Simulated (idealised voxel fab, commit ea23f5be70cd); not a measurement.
process module | voxel lift off
cross-section cut | 300 nm wide | cells 5 nm
A cross-section is a grid of square cells, given in bands from the top down. A band is one or more rows of cells.
Each band's line starts with the height of the band's top and of its bottom, in nm. Then come its materials from left to right, each with its width in nm. One material with "throughout" fills the band from edge to edge. "air" is empty space.
Height 0 is the level under which the wafer as received is all one material. The lowest band goes on downwards, as in "0 down".
A width such as "30 to 40" changes by the same amount from each row of cells to the next, from the band's top row to its bottom row.
"no change" after a step means that no cell of the cross-section changed.
closed voids: empty space of 8 cells or more with no open way to the top, each as width x height at its distance from the left edge, in nm
after a step's settings: what the simulator itself notes on the step
overlay nm, on a step with a mask: how far to the right of its planned place the mask lay; to the left if negative
plan
1 op RECEIVE | material Si
2 op CONFORMAL_DEP | material SiN | thk nm 5
3 op PATTERN | tone open | mask id LINES | material resist | width nm 25 | pitch nm 50 | thk nm 20 | overlay nm 0
4 op DIRECTIONAL_DEP | material Ru | thk nm 10
5 op STRIP | etch materials resist
6 op CONFORMAL_DEP | material SiN | thk nm 5
as received, after step 1
  0 down: Si throughout
  closed voids: none
a wafer at the end: this start, this plan, one mistake
  20 to 15: air 80 | SiN 40 | air 10 | SiN 40 | air 10 | SiN 40 | air 80
  15 to 10: air 80 | SiN 5 | Ru 30 | SiN 5 | air 10 | SiN 5 | Ru 30 | SiN 5 | air 10 | SiN 5 | Ru 30 | SiN 5 | air 80
  10 to 5: SiN 85 | Ru 30 | SiN 20 | Ru 30 | SiN 20 | Ru 30 | SiN 85
  5 to 0: SiN throughout
  0 down: Si throughout
  closed voids: none
what went wrong: step 3 ran as: op PATTERN | tone open | mask id LINES | material resist | width nm 30 | pitch nm 50 | thk nm 20 | overlay nm 0
